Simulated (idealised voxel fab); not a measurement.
Module name: voxel wiring stack (process module)
Cross-sectional view cut (width: 235 nm; square cell size: 5 nm).
Bands, listed from the top down, are how a cross-section gets written in this document; the cross-section itself is a grid of square cells, and a band is one or more rows of them.
Band: top height; bottom height; in nm. Then, left to right: material with width in nm, for each material. "full width": a single material spanning edge to edge. "empty": empty space.
Ref level 0: as-received wafer is one material below here. Bottom band extends down with no lower bound ("0 down").
Quick explanation for "30..40": the width changes in equal steps down the rows of cells, from the first number in the band's top row to the second number in its bottom row.
A step reported as "no change" is a step in which no cell of the cross-section changed.
In the "Enclosed cavity list" entry, you get each enclosed empty space of 8 cells or more, one with no open way to the top, written width x height at distance, distance from the left edge, in nm.
Formally, on a step line, whatever follows the settings is a remark that the simulator itself makes on the step.
The setting "overlay nm" may be written on the line of a step. When the step uses a mask, the value reports how far to the right of the planned place the mask lay, and a negative value reports that it lay to the left.
Pairs follow: section before one process step, section after it down to the lowest changed band, step with settings underneath. Pairs may come from different runs of this module on the same starting wafer; continuity with the pair above only as stated in the "Cross-section, before" entry.

## Cross-section, before
	65 to 45  40 nm SiO2, then 15 nm empty, then 105 nm SiO2, then 15 nm empty, then 60 nm SiO2
	45 to 40  SiCN full width
	40 to 20  25 nm lowk, then 5 nm SiCN, then 30 nm W, then 5 nm SiCN, then 20 nm lowk, then 5 nm SiCN, then 30 nm W, then 5 nm SiCN, then 20 nm lowk, then 5 nm SiCN, then 30 nm W, then 5 nm SiCN, then 50 nm lowk
	20 to 15  30 nm SiCN, then 30 nm TiN, then 30 nm SiCN, then 30 nm TiN, then 30 nm SiCN, then 30 nm TiN, then 55 nm SiCN
	15 to 0  SiO2 full width
	0 down  Si full width
	Enclosed cavity list: none

## After the Step
	65 to 45  40 nm SiO2, then 15 nm empty, then 105 nm SiO2, then 15 nm empty, then 60 nm SiO2
	45 to 40  40 nm SiCN, then 15 nm empty, then 105 nm SiCN, then 15 nm empty, then 60 nm SiCN
	Nothing below the height 40 has changed.
	Enclosed cavity list: none
What is the step between the two cross-sections above? MASKED_ETCH | tone open | mask id PLUG_1 | width nm 15 | pitch nm 120 | etch materials SiCN | depth nm 5 | overlay nm 0

Cross-section, before: unchanged from the after cross-section in the pair immediately above; refer to that figure.

## After the Step
	70 to 65  45 nm TiN, then 5 nm empty, then 115 nm TiN, then 5 nm empty, then 65 nm TiN
	65 to 45  40 nm SiO2, then 5 nm TiN, then 5 nm empty, then 5 nm TiN, then 105 nm SiO2, then 5 nm TiN, then 5 nm empty, then 5 nm TiN, then 60 nm SiO2
	45 to 40  40 nm SiCN, then 15 nm TiN, then 105 nm SiCN, then 15 nm TiN, then 60 nm SiCN
	Nothing below the height 40 has changed.
	Enclosed cavity list: none
What is the step between the two cross-sections above? CONFORMAL_DEP | material TiN | thk nm 5

Cross-section, before: unchanged from the after cross-section in the pair immediately above; refer to that figure.

## After the Step
	75 to 70  W full width
	70 to 65  45 nm TiN, then 5 nm W, then 115 nm TiN, then 5 nm W, then 65 nm TiN
	65 to 45  40 nm SiO2, then 5 nm TiN, then 5 nm W, then 5 nm TiN, then 105 nm SiO2, then 5 nm TiN, then 5 nm W, then 5 nm TiN, then 60 nm SiO2
	Nothing below the height 45 has changed.
	Enclosed cavity list: none
What is the step between the two cross-sections above? FILL_DEP | material W | thk nm 5

Cross-section, before: unchanged from the after cross-section in the pair immediately above; refer to that figure.

## After the Step
	65 to 45  40 nm SiO2, then 5 nm TiN, then 5 nm W, then 5 nm TiN, then 105 nm SiO2, then 5 nm TiN, then 5 nm W, then 5 nm TiN, then 60 nm SiO2
	Nothing below the height 45 has changed.
	Enclosed cavity list: none
What is the step between the two cross-sections above? CMP | height nm 65

Cross-section, before: unchanged from the after cross-section in the pair immediately above; refer to that figure.

## After the Step
	70 to 65  SiCN full width
	Nothing below the height 65 has changed.
	Enclosed cavity list: none
What is the step between the two cross-sections above? CONFORMAL_DEP | material SiCN | thk nm 5

Cross-section, before: unchanged from the after cross-section in the pair immediately above; refer to that figure.

## After the Step
	85 to 70  SiO2 full width
	Nothing below the height 70 has changed.
	Enclosed cavity list: none
What is the step between the two cross-sections above? DIRECTIONAL_DEP | material SiO2 | thk nm 15

Cross-section, before: unchanged from the after cross-section in the pair immediately above; refer to that figure.

## After the Step
	105 to 85  40 nm resist, then 30 nm empty, then 30 nm resist, then 30 nm empty, then 30 nm resist, then 30 nm empty, then 45 nm resist
	Nothing below the height 85 has changed.
	Enclosed cavity list: none
What is the step between the two cross-sections above? PATTERN | tone open | mask id METAL_2 | material resist | width nm 30 | pitch nm 60 | thk nm 20 | overlay nm 0

Cross-section, before: unchanged from the after cross-section in the pair immediately above; refer to that figure.

## After the Step
	105 to 85  40 nm resist, then 30 nm empty, then 30 nm resist, then 30 nm empty, then 30 nm resist, then 30 nm empty, then 45 nm resist
	85 to 70  40 nm SiO2, then 30 nm empty, then 30 nm SiO2, then 30 nm empty, then 30 nm SiO2, then 30 nm empty, then 45 nm SiO2
	Nothing below the height 70 has changed.
	Enclosed cavity list: none
What is the step between the two cross-sections above? DIRECTIONAL_ETCH | etch materials SiO2 | depth nm 15

Cross-section, before: unchanged from the after cross-section in the pair immediately above; refer to that figure.

## After the Step
	105 to 85  40 nm resist, then 30 nm empty, then 30 nm resist, then 30 nm empty, then 30 nm resist, then 30 nm empty, then 45 nm resist
	85 to 70  40 nm SiO2, then 30 nm empty, then 30 nm SiO2, then 30 nm empty, then 30 nm SiO2, then 30 nm empty, then 45 nm SiO2
	70 to 65  40 nm SiCN, then 30 nm empty, then 30 nm SiCN, then 30 nm empty, then 30 nm SiCN, then 30 nm empty, then 45 nm SiCN
	Nothing below the height 65 has changed.
	Enclosed cavity list: none
What is the step between the two cross-sections above? DIRECTIONAL_ETCH | etch materials SiCN | depth nm 5

Cross-section, before: unchanged from the after cross-section in the pair immediately above; refer to that figure.

## After the Step
	85 to 70  40 nm SiO2, then 30 nm empty, then 30 nm SiO2, then 30 nm empty, then 30 nm SiO2, then 30 nm empty, then 45 nm SiO2
	Nothing below the height 70 has changed.
	Enclosed cavity list: none
What is the step between the two cross-sections above? STRIP | etch materials resist

Cross-section, before: unchanged from the after cross-section in the pair immediately above; refer to that figure.

## After the Step
	90 to 85  45 nm TiN, then 20 nm empty, then 40 nm TiN, then 20 nm empty, then 40 nm TiN, then 20 nm empty, then 50 nm TiN
	85 to 70  40 nm SiO2, then 5 nm TiN, then 20 nm empty, then 5 nm TiN, then 30 nm SiO2, then 5 nm TiN, then 20 nm empty, then 5 nm TiN, then 30 nm SiO2, then 5 nm TiN, then 20 nm empty, then 5 nm TiN, then 45 nm SiO2
	70 to 65  40 nm SiCN, then 30 nm TiN, then 30 nm SiCN, then 30 nm TiN, then 30 nm SiCN, then 30 nm TiN, then 45 nm SiCN
	Nothing below the height 65 has changed.
	Enclosed cavity list: none
What is the step between the two cross-sections above? CONFORMAL_DEP | material TiN | thk nm 5

Cross-section, before: unchanged from the after cross-section in the pair immediately above; refer to that figure.

## After the Step
	95 to 90  W full width
	90 to 85  45 nm TiN, then 20 nm W, then 40 nm TiN, then 20 nm W, then 40 nm TiN, then 20 nm W, then 50 nm TiN
	85 to 70  40 nm SiO2, then 5 nm TiN, then 20 nm W, then 5 nm TiN, then 30 nm SiO2, then 5 nm TiN, then 20 nm W, then 5 nm TiN, then 30 nm SiO2, then 5 nm TiN, then 20 nm W, then 5 nm TiN, then 45 nm SiO2
	Nothing below the height 70 has changed.
	Enclosed cavity list: none
What is the step between the two cross-sections above? FILL_DEP | material W | thk nm 5

Cross-section, before: unchanged from the after cross-section in the pair immediately above; refer to that figure.

## After the Step
	85 to 70  40 nm SiO2, then 5 nm TiN, then 20 nm W, then 5 nm TiN, then 30 nm SiO2, then 5 nm TiN, then 20 nm W, then 5 nm TiN, then 30 nm SiO2, then 5 nm TiN, then 20 nm W, then 5 nm TiN, then 45 nm SiO2
	Nothing below the height 70 has changed.
	Enclosed cavity list: none
What is the step between the two cross-sections above? CMP | height nm 85

Cross-section, before: unchanged from the after cross-section in the pair immediately above; refer to that figure.

## After the Step
	90 to 85  SiCN full width
	Nothing below the height 85 has changed.
	Enclosed cavity list: none
What is the step between the two cross-sections above? CONFORMAL_DEP | material SiCN | thk nm 5

Cross-section, before: unchanged from the after cross-section in the pair immediately above; refer to that figure.

## After the Step
	100 to 90  SiO2 full width
	Nothing below the height 90 has changed.
	Enclosed cavity list: none
What is the step between the two cross-sections above? DIRECTIONAL_DEP | material SiO2 | thk nm 10

Cross-section, before: unchanged from the after cross-section in the pair immediately above; refer to that figure.

## After the Step
	100 to 90  40 nm SiO2, then 15 nm empty, then 45 nm SiO2, then 15 nm empty, then 45 nm SiO2, then 15 nm empty, then 60 nm SiO2
	Nothing below the height 90 has changed.
	Enclosed cavity list: none
What is the step between the two cross-sections above? MASKED_ETCH | tone open | mask id PLUG_2 | width nm 15 | pitch nm 60 | etch materials SiO2 | depth nm 10 | overlay nm 0

Cross-section, before: unchanged from the after cross-section in the pair immediately above; refer to that figure.

## After the Step
	100 to 90  40 nm SiO2, then 15 nm empty, then 45 nm SiO2, then 15 nm empty, then 45 nm SiO2, then 15 nm empty, then 60 nm SiO2
	90 to 85  40 nm SiCN, then 15 nm empty, then 45 nm SiCN, then 15 nm empty, then 45 nm SiCN, then 15 nm empty, then 60 nm SiCN
	Nothing below the height 85 has changed.
	Enclosed cavity list: none
What is the step between the two cross-sections above? MASKED_ETCH | tone open | mask id PLUG_2 | width nm 15 | pitch nm 60 | etch materials SiCN | depth nm 5 | overlay nm 0

Cross-section, before: unchanged from the after cross-section in the pair immediately above; refer to that figure.

## After the Step
	105 to 100  45 nm TiN, then 5 nm empty, then 55 nm TiN, then 5 nm empty, then 55 nm TiN, then 5 nm empty, then 65 nm TiN
	100 to 90  40 nm SiO2, then 5 nm TiN, then 5 nm empty, then 5 nm TiN, then 45 nm SiO2, then 5 nm TiN, then 5 nm empty, then 5 nm TiN, then 45 nm SiO2, then 5 nm TiN, then 5 nm empty, then 5 nm TiN, then 60 nm SiO2
	90 to 85  40 nm SiCN, then 15 nm TiN, then 45 nm SiCN, then 15 nm TiN, then 45 nm SiCN, then 15 nm TiN, then 60 nm SiCN
	Nothing below the height 85 has changed.
	Enclosed cavity list: none
What is the step between the two cross-sections above? CONFORMAL_DEP | material TiN | thk nm 5

Cross-section, before: unchanged from the after cross-section in the pair immediately above; refer to that figure.

## After the Step
	110 to 105  W full width
	105 to 100  45 nm TiN, then 5 nm W, then 55 nm TiN, then 5 nm W, then 55 nm TiN, then 5 nm W, then 65 nm TiN
	100 to 90  40 nm SiO2, then 5 nm TiN, then 5 nm W, then 5 nm TiN, then 45 nm SiO2, then 5 nm TiN, then 5 nm W, then 5 nm TiN, then 45 nm SiO2, then 5 nm TiN, then 5 nm W, then 5 nm TiN, then 60 nm SiO2
	Nothing below the height 90 has changed.
	Enclosed cavity list: none
What is the step between the two cross-sections above? FILL_DEP | material W | thk nm 5

Cross-section, before: unchanged from the after cross-section in the pair immediately above; refer to that figure.

## After the Step
	100 to 90  40 nm SiO2, then 5 nm TiN, then 5 nm W, then 5 nm TiN, then 45 nm SiO2, then 5 nm TiN, then 5 nm W, then 5 nm TiN, then 45 nm SiO2, then 5 nm TiN, then 5 nm W, then 5 nm TiN, then 60 nm SiO2
	Nothing below the height 90 has changed.
	Enclosed cavity list: none
What is the step between the two cross-sections above? CMP | height nm 100

Cross-section, before: unchanged from the after cross-section in the pair immediately above; refer to that figure.

## After the Step
	105 to 100  TiN full width
	Nothing below the height 100 has changed.
	Enclosed cavity list: none
What is the step between the two cross-sections above? DIRECTIONAL_DEP | material TiN | thk nm 5

Cross-section, before: unchanged from the after cross-section in the pair immediately above; refer to that figure.

## After the Step
	130 to 105  Ru full width
	Nothing below the height 105 has changed.
	Enclosed cavity list: none
What is the step between the two cross-sections above? DIRECTIONAL_DEP | material Ru | thk nm 25

Cross-section, before: unchanged from the after cross-section in the pair immediately above; refer to that figure.

## After the Step
	130 to 105  40 nm empty, then 30 nm Ru, then 30 nm empty, then 30 nm Ru, then 30 nm empty, then 30 nm Ru, then 45 nm empty
	Nothing below the height 105 has changed.
	Enclosed cavity list: none
What is the step between the two cross-sections above? MASKED_ETCH | tone cover | mask id METAL_3 | width nm 30 | pitch nm 60 | etch materials Ru | depth nm 25 | overlay nm 0

Cross-section, before: unchanged from the after cross-section in the pair immediately above; refer to that figure.

## After the Step
	130 to 105  40 nm empty, then 30 nm Ru, then 30 nm empty, then 30 nm Ru, then 30 nm empty, then 30 nm Ru, then 45 nm empty
	105 to 100  40 nm empty, then 30 nm TiN, then 30 nm empty, then 30 nm TiN, then 30 nm empty, then 30 nm TiN, then 45 nm empty
	Nothing below the height 100 has changed.
	Enclosed cavity list: none
What is the step between the two cross-sections above? MASKED_ETCH | tone cover | mask id METAL_3 | width nm 30 | pitch nm 60 | etch materials TiN | depth nm 5 | overlay nm 0

Cross-section, before: unchanged from the after cross-section in the pair immediately above; refer to that figure.

## After the Step
	135 to 130  35 nm empty, then 40 nm SiN, then 20 nm empty, then 40 nm SiN, then 20 nm empty, then 40 nm SiN, then 40 nm empty
	130 to 105  35 nm empty, then 5 nm SiN, then 30 nm Ru, then 5 nm SiN, then 20 nm empty, then 5 nm SiN, then 30 nm Ru, then 5 nm SiN, then 20 nm empty, then 5 nm SiN, then 30 nm Ru, then 5 nm SiN, then 40 nm empty
	105 to 100  40 nm SiN, then 30 nm TiN, then 30 nm SiN, then 30 nm TiN, then 30 nm SiN, then 30 nm TiN, then 45 nm SiN
	Nothing below the height 100 has changed.
	Enclosed cavity list: none
What is the step between the two cross-sections above? CONFORMAL_DEP | material SiN | thk nm 5

Cross-section, before: unchanged from the after cross-section in the pair immediately above; refer to that figure.

## After the Step
	140 to 135  lowk full width
	135 to 130  35 nm lowk, then 40 nm SiN, then 20 nm lowk, then 40 nm SiN, then 20 nm lowk, then 40 nm SiN, then 40 nm lowk
	130 to 105  35 nm lowk, then 5 nm SiN, then 30 nm Ru, then 5 nm SiN, then 20 nm lowk, then 5 nm SiN, then 30 nm Ru, then 5 nm SiN, then 20 nm lowk, then 5 nm SiN, then 30 nm Ru, then 5 nm SiN, then 40 nm lowk
	Nothing below the height 105 has changed.
	Enclosed cavity list: none
What is the step between the two cross-sections above? FILL_DEP | material lowk | thk nm 5

Cross-section, before: unchanged from the after cross-section in the pair immediately above; refer to that figure.

## After the Step
	130 to 105  35 nm lowk, then 5 nm SiN, then 30 nm Ru, then 5 nm SiN, then 20 nm lowk, then 5 nm SiN, then 30 nm Ru, then 5 nm SiN, then 20 nm lowk, then 5 nm SiN, then 30 nm Ru, then 5 nm SiN, then 40 nm lowk
	Nothing below the height 105 has changed.
	Enclosed cavity list: none
What is the step between the two cross-sections above? CMP | height nm 130

Cross-section, before: unchanged from the after cross-section in the pair immediately above; refer to that figure.

## After the Step
	135 to 130  SiCN full width
	Nothing below the height 130 has changed.
	Enclosed cavity list: none
What is the step between the two cross-sections above? CONFORMAL_DEP | material SiCN | thk nm 5

## Cross-section, before
	20 to 15  TiN full width
	15 to 0  SiO2 full width
	0 down  Si full width
	Enclosed cavity list: none

## After the Step
	40 to 20  SiO2 full width
	Nothing below the height 20 has changed.
	Enclosed cavity list: none
What is the step between the two cross-sections above? DIRECTIONAL_DEP | material SiO2 | thk nm 20

Cross-section, before: unchanged from the after cross-section in the pair immediately above; refer to that figure.

## After the Step
	55 to 40  aC full width
	Nothing below the height 40 has changed.
	Enclosed cavity list: none
What is the step between the two cross-sections above? DIRECTIONAL_DEP | material aC | thk nm 15

Cross-section, before: unchanged from the after cross-section in the pair immediately above; refer to that figure.

## After the Step
	85 to 55  40 nm empty, then 30 nm resist, then 30 nm empty, then 30 nm resist, then 30 nm empty, then 30 nm resist, then 45 nm empty
	Nothing below the height 55 has changed.
	Enclosed cavity list: none
What is the step between the two cross-sections above? PATTERN | tone cover | mask id METAL_1 | material resist | width nm 30 | pitch nm 60 | thk nm 30 | overlay nm 0

Cross-section, before: unchanged from the after cross-section in the pair immediately above; refer to that figure.

## After the Step
	70 to 55  40 nm empty, then 30 nm resist, then 30 nm empty, then 30 nm resist, then 30 nm empty, then 30 nm resist, then 45 nm empty
	55 to 40  40 nm empty, then 30 nm aC, then 30 nm empty, then 30 nm aC, then 30 nm empty, then 30 nm aC, then 45 nm empty
	Nothing below the height 40 has changed.
	Enclosed cavity list: none
What is the step between the two cross-sections above? DIRECTIONAL_ETCH | etch materials aC | depth nm 15

Cross-section, before: unchanged from the after cross-section in the pair immediately above; refer to that figure.

## After the Step
	55 to 40  40 nm empty, then 30 nm aC, then 30 nm empty, then 30 nm aC, then 30 nm empty, then 30 nm aC, then 45 nm empty
	Nothing below the height 40 has changed.
	Enclosed cavity list: none
What is the step between the two cross-sections above? STRIP | etch materials resist

Cross-section, before: unchanged from the after cross-section in the pair immediately above; refer to that figure.

## After the Step
	40 to 20  SiO2 full width
	Nothing below the height 20 has changed.
	Enclosed cavity list: none
What is the step between the two cross-sections above? STRIP | etch materials aC

Cross-section, before: unchanged from the after cross-section in the pair immediately above; refer to that figure.

## After the Step
	45 to 40  SiCN full width
	Nothing below the height 40 has changed.
	Enclosed cavity list: none
What is the step between the two cross-sections above? CONFORMAL_DEP | material SiCN | thk nm 5

Cross-section, before: unchanged from the after cross-section in the pair immediately above; refer to that figure.

## After the Step
	55 to 45  lowk full width
	Nothing below the height 45 has changed.
	Enclosed cavity list: none
What is the step between the two cross-sections above? FILL_DEP | material lowk | thk nm 10

Cross-section, before: unchanged from the after cross-section in the pair immediately above; refer to that figure.

## After the Step
	40 to 20  SiO2 full width
	Nothing below the height 20 has changed.
	Enclosed cavity list: none
What is the step between the two cross-sections above? CMP | height nm 40

## Cross-section, before
	45 to 40  SiCN full width
	40 to 20  SiO2 full width
	20 to 15  TiN full width
	15 to 0  SiO2 full width
	0 down  Si full width
	Enclosed cavity list: none

## After the Step
	65 to 45  SiO2 full width
	Nothing below the height 45 has changed.
	Enclosed cavity list: none
What is the step between the two cross-sections above? DIRECTIONAL_DEP | material SiO2 | thk nm 20

Cross-section, before: unchanged from the after cross-section in the pair immediately above; refer to that figure.

## After the Step
	65 to 45  40 nm SiO2, then 15 nm empty, then 105 nm SiO2, then 15 nm empty, then 60 nm SiO2
	Nothing below the height 45 has changed.
	Enclosed cavity list: none
What is the step between the two cross-sections above? MASKED_ETCH | tone open | mask id PLUG_1 | width nm 15 | pitch nm 120 | etch materials SiO2 | depth nm 20 | overlay nm 0

Cross-section, before: unchanged from the after cross-section in the pair immediately above; refer to that figure.

## After the Step
	65 to 45  40 nm SiO2, then 15 nm empty, then 105 nm SiO2, then 15 nm empty, then 60 nm SiO2
	45 to 40  40 nm SiCN, then 15 nm empty, then 105 nm SiCN, then 15 nm empty, then 60 nm SiCN
	Nothing below the height 40 has changed.
	Enclosed cavity list: none
What is the step between the two cross-sections above? MASKED_ETCH | tone open | mask id PLUG_1 | width nm 15 | pitch nm 120 | etch materials SiCN | depth nm 5 | overlay nm 0

Cross-section, before: unchanged from the after cross-section in the pair immediately above; refer to that figure.

## After the Step
	70 to 65  45 nm TiN, then 5 nm empty, then 115 nm TiN, then 5 nm empty, then 65 nm TiN
	65 to 45  40 nm SiO2, then 5 nm TiN, then 5 nm empty, then 5 nm TiN, then 105 nm SiO2, then 5 nm TiN, then 5 nm empty, then 5 nm TiN, then 60 nm SiO2
	45 to 40  40 nm SiCN, then 15 nm TiN, then 105 nm SiCN, then 15 nm TiN, then 60 nm SiCN
	Nothing below the height 40 has changed.
	Enclosed cavity list: none
What is the step between the two cross-sections above? CONFORMAL_DEP | material TiN | thk nm 5

Cross-section, before: unchanged from the after cross-section in the pair immediately above; refer to that figure.

## After the Step
	75 to 70  W full width
	70 to 65  45 nm TiN, then 5 nm W, then 115 nm TiN, then 5 nm W, then 65 nm TiN
	65 to 45  40 nm SiO2, then 5 nm TiN, then 5 nm W, then 5 nm TiN, then 105 nm SiO2, then 5 nm TiN, then 5 nm W, then 5 nm TiN, then 60 nm SiO2
	Nothing below the height 45 has changed.
	Enclosed cavity list: none
What is the step between the two cross-sections above? FILL_DEP | material W | thk nm 5

Cross-section, before: unchanged from the after cross-section in the pair immediately above; refer to that figure.

## After the Step
	65 to 45  40 nm SiO2, then 5 nm TiN, then 5 nm W, then 5 nm TiN, then 105 nm SiO2, then 5 nm TiN, then 5 nm W, then 5 nm TiN, then 60 nm SiO2
	Nothing below the height 45 has changed.
	Enclosed cavity list: none
What is the step between the two cross-sections above? CMP | height nm 65

Cross-section, before: unchanged from the after cross-section in the pair immediately above; refer to that figure.

## After the Step
	70 to 65  SiCN full width
	Nothing below the height 65 has changed.
	Enclosed cavity list: none
What is the step between the two cross-sections above? CONFORMAL_DEP | material SiCN | thk nm 5

Cross-section, before: unchanged from the after cross-section in the pair immediately above; refer to that figure.

## After the Step
	85 to 70  SiO2 full width
	Nothing below the height 70 has changed.
	Enclosed cavity list: none
What is the step between the two cross-sections above? DIRECTIONAL_DEP | material SiO2 | thk nm 15

Cross-section, before: unchanged from the after cross-section in the pair immediately above; refer to that figure.

## After the Step
	105 to 85  40 nm resist, then 30 nm empty, then 30 nm resist, then 30 nm empty, then 30 nm resist, then 30 nm empty, then 45 nm resist
	Nothing below the height 85 has changed.
	Enclosed cavity list: none
What is the step between the two cross-sections above? PATTERN | tone open | mask id METAL_2 | material resist | width nm 30 | pitch nm 60 | thk nm 20 | overlay nm 0

Cross-section, before: unchanged from the after cross-section in the pair immediately above; refer to that figure.

## After the Step
	105 to 85  40 nm resist, then 30 nm empty, then 30 nm resist, then 30 nm empty, then 30 nm resist, then 30 nm empty, then 45 nm resist
	85 to 70  40 nm SiO2, then 30 nm empty, then 30 nm SiO2, then 30 nm empty, then 30 nm SiO2, then 30 nm empty, then 45 nm SiO2
	Nothing below the height 70 has changed.
	Enclosed cavity list: none
What is the step between the two cross-sections above? DIRECTIONAL_ETCH | etch materials SiO2 | depth nm 15

Cross-section, before: unchanged from the after cross-section in the pair immediately above; refer to that figure.

## After the Step
	105 to 85  40 nm resist, then 30 nm empty, then 30 nm resist, then 30 nm empty, then 30 nm resist, then 30 nm empty, then 45 nm resist
	85 to 70  40 nm SiO2, then 30 nm empty, then 30 nm SiO2, then 30 nm empty, then 30 nm SiO2, then 30 nm empty, then 45 nm SiO2
	70 to 65  40 nm SiCN, then 30 nm empty, then 30 nm SiCN, then 30 nm empty, then 30 nm SiCN, then 30 nm empty, then 45 nm SiCN
	Nothing below the height 65 has changed.
	Enclosed cavity list: none
What is the step between the two cross-sections above? DIRECTIONAL_ETCH | etch materials SiCN | depth nm 5

Cross-section, before: unchanged from the after cross-section in the pair immediately above; refer to that figure.

## After the Step
	85 to 70  40 nm SiO2, then 30 nm empty, then 30 nm SiO2, then 30 nm empty, then 30 nm SiO2, then 30 nm empty, then 45 nm SiO2
	Nothing below the height 70 has changed.
	Enclosed cavity list: none
What is the step between the two cross-sections above? STRIP | etch materials resist

Cross-section, before: unchanged from the after cross-section in the pair immediately above; refer to that figure.

## After the Step
	90 to 85  45 nm TiN, then 20 nm empty, then 40 nm TiN, then 20 nm empty, then 40 nm TiN, then 20 nm empty, then 50 nm TiN
	85 to 70  40 nm SiO2, then 5 nm TiN, then 20 nm empty, then 5 nm TiN, then 30 nm SiO2, then 5 nm TiN, then 20 nm empty, then 5 nm TiN, then 30 nm SiO2, then 5 nm TiN, then 20 nm empty, then 5 nm TiN, then 45 nm SiO2
	70 to 65  40 nm SiCN, then 30 nm TiN, then 30 nm SiCN, then 30 nm TiN, then 30 nm SiCN, then 30 nm TiN, then 45 nm SiCN
	Nothing below the height 65 has changed.
	Enclosed cavity list: none
What is the step between the two cross-sections above? CONFORMAL_DEP | material TiN | thk nm 5

Cross-section, before: unchanged from the after cross-section in the pair immediately above; refer to that figure.

## After the Step
	95 to 90  W full width
	90 to 85  45 nm TiN, then 20 nm W, then 40 nm TiN, then 20 nm W, then 40 nm TiN, then 20 nm W, then 50 nm TiN
	85 to 70  40 nm SiO2, then 5 nm TiN, then 20 nm W, then 5 nm TiN, then 30 nm SiO2, then 5 nm TiN, then 20 nm W, then 5 nm TiN, then 30 nm SiO2, then 5 nm TiN, then 20 nm W, then 5 nm TiN, then 45 nm SiO2
	Nothing below the height 70 has changed.
	Enclosed cavity list: none
What is the step between the two cross-sections above? FILL_DEP | material W | thk nm 5

Cross-section, before: unchanged from the after cross-section in the pair immediately above; refer to that figure.

## After the Step
	85 to 70  40 nm SiO2, then 5 nm TiN, then 20 nm W, then 5 nm TiN, then 30 nm SiO2, then 5 nm TiN, then 20 nm W, then 5 nm TiN, then 30 nm SiO2, then 5 nm TiN, then 20 nm W, then 5 nm TiN, then 45 nm SiO2
	Nothing below the height 70 has changed.
	Enclosed cavity list: none
What is the step between the two cross-sections above? CMP | height nm 85

Cross-section, before: unchanged from the after cross-section in the pair immediately above; refer to that figure.

## After the Step
	90 to 85  SiCN full width
	Nothing below the height 85 has changed.
	Enclosed cavity list: none
What is the step between the two cross-sections above? CONFORMAL_DEP | material SiCN | thk nm 5

Cross-section, before: unchanged from the after cross-section in the pair immediately above; refer to that figure.

## After the Step
	100 to 90  SiO2 full width
	Nothing below the height 90 has changed.
	Enclosed cavity list: none
What is the step between the two cross-sections above? DIRECTIONAL_DEP | material SiO2 | thk nm 10

Cross-section, before: unchanged from the after cross-section in the pair immediately above; refer to that figure.

## After the Step
	100 to 90  40 nm SiO2, then 15 nm empty, then 45 nm SiO2, then 15 nm empty, then 45 nm SiO2, then 15 nm empty, then 60 nm SiO2
	Nothing below the height 90 has changed.
	Enclosed cavity list: none
What is the step between the two cross-sections above? MASKED_ETCH | tone open | mask id PLUG_2 | width nm 15 | pitch nm 60 | etch materials SiO2 | depth nm 10 | overlay nm 0

Cross-section, before: unchanged from the after cross-section in the pair immediately above; refer to that figure.

## After the Step
	100 to 90  40 nm SiO2, then 15 nm empty, then 45 nm SiO2, then 15 nm empty, then 45 nm SiO2, then 15 nm empty, then 60 nm SiO2
	90 to 85  40 nm SiCN, then 15 nm empty, then 45 nm SiCN, then 15 nm empty, then 45 nm SiCN, then 15 nm empty, then 60 nm SiCN
	Nothing below the height 85 has changed.
	Enclosed cavity list: none
What is the step between the two cross-sections above? MASKED_ETCH | tone open | mask id PLUG_2 | width nm 15 | pitch nm 60 | etch materials SiCN | depth nm 5 | overlay nm 0

Cross-section, before: unchanged from the after cross-section in the pair immediately above; refer to that figure.

## After the Step
	105 to 100  45 nm TiN, then 5 nm empty, then 55 nm TiN, then 5 nm empty, then 55 nm TiN, then 5 nm empty, then 65 nm TiN
	100 to 90  40 nm SiO2, then 5 nm TiN, then 5 nm empty, then 5 nm TiN, then 45 nm SiO2, then 5 nm TiN, then 5 nm empty, then 5 nm TiN, then 45 nm SiO2, then 5 nm TiN, then 5 nm empty, then 5 nm TiN, then 60 nm SiO2
	90 to 85  40 nm SiCN, then 15 nm TiN, then 45 nm SiCN, then 15 nm TiN, then 45 nm SiCN, then 15 nm TiN, then 60 nm SiCN
	Nothing below the height 85 has changed.
	Enclosed cavity list: none
What is the step between the two cross-sections above? CONFORMAL_DEP | material TiN | thk nm 5

Cross-section, before: unchanged from the after cross-section in the pair immediately above; refer to that figure.

## After the Step
	110 to 105  W full width
	105 to 100  45 nm TiN, then 5 nm W, then 55 nm TiN, then 5 nm W, then 55 nm TiN, then 5 nm W, then 65 nm TiN
	100 to 90  40 nm SiO2, then 5 nm TiN, then 5 nm W, then 5 nm TiN, then 45 nm SiO2, then 5 nm TiN, then 5 nm W, then 5 nm TiN, then 45 nm SiO2, then 5 nm TiN, then 5 nm W, then 5 nm TiN, then 60 nm SiO2
	Nothing below the height 90 has changed.
	Enclosed cavity list: none
What is the step between the two cross-sections above? FILL_DEP | material W | thk nm 5

Cross-section, before: unchanged from the after cross-section in the pair immediately above; refer to that figure.

## After the Step
	100 to 90  40 nm SiO2, then 5 nm TiN, then 5 nm W, then 5 nm TiN, then 45 nm SiO2, then 5 nm TiN, then 5 nm W, then 5 nm TiN, then 45 nm SiO2, then 5 nm TiN, then 5 nm W, then 5 nm TiN, then 60 nm SiO2
	Nothing below the height 90 has changed.
	Enclosed cavity list: none
What is the step between the two cross-sections above? CMP | height nm 100

Cross-section, before: unchanged from the after cross-section in the pair immediately above; refer to that figure.

## After the Step
	105 to 100  TiN full width
	Nothing below the height 100 has changed.
	Enclosed cavity list: none
What is the step between the two cross-sections above? DIRECTIONAL_DEP | material TiN | thk nm 5

Cross-section, before: unchanged from the after cross-section in the pair immediately above; refer to that figure.

## After the Step
	130 to 105  Ru full width
	Nothing below the height 105 has changed.
	Enclosed cavity list: none
What is the step between the two cross-sections above? DIRECTIONAL_DEP | material Ru | thk nm 25

Cross-section, before: unchanged from the after cross-section in the pair immediately above; refer to that figure.

## After the Step
	130 to 105  40 nm empty, then 30 nm Ru, then 30 nm empty, then 30 nm Ru, then 30 nm empty, then 30 nm Ru, then 45 nm empty
	Nothing below the height 105 has changed.
	Enclosed cavity list: none
What is the step between the two cross-sections above? MASKED_ETCH | tone cover | mask id METAL_3 | width nm 30 | pitch nm 60 | etch materials Ru | depth nm 25 | overlay nm 0

Cross-section, before: unchanged from the after cross-section in the pair immediately above; refer to that figure.

## After the Step
	130 to 105  40 nm empty, then 30 nm Ru, then 30 nm empty, then 30 nm Ru, then 30 nm empty, then 30 nm Ru, then 45 nm empty
	105 to 100  40 nm empty, then 30 nm TiN, then 30 nm empty, then 30 nm TiN, then 30 nm empty, then 30 nm TiN, then 45 nm empty
	Nothing below the height 100 has changed.
	Enclosed cavity list: none
What is the step between the two cross-sections above? MASKED_ETCH | tone cover | mask id METAL_3 | width nm 30 | pitch nm 60 | etch materials TiN | depth nm 5 | overlay nm 0
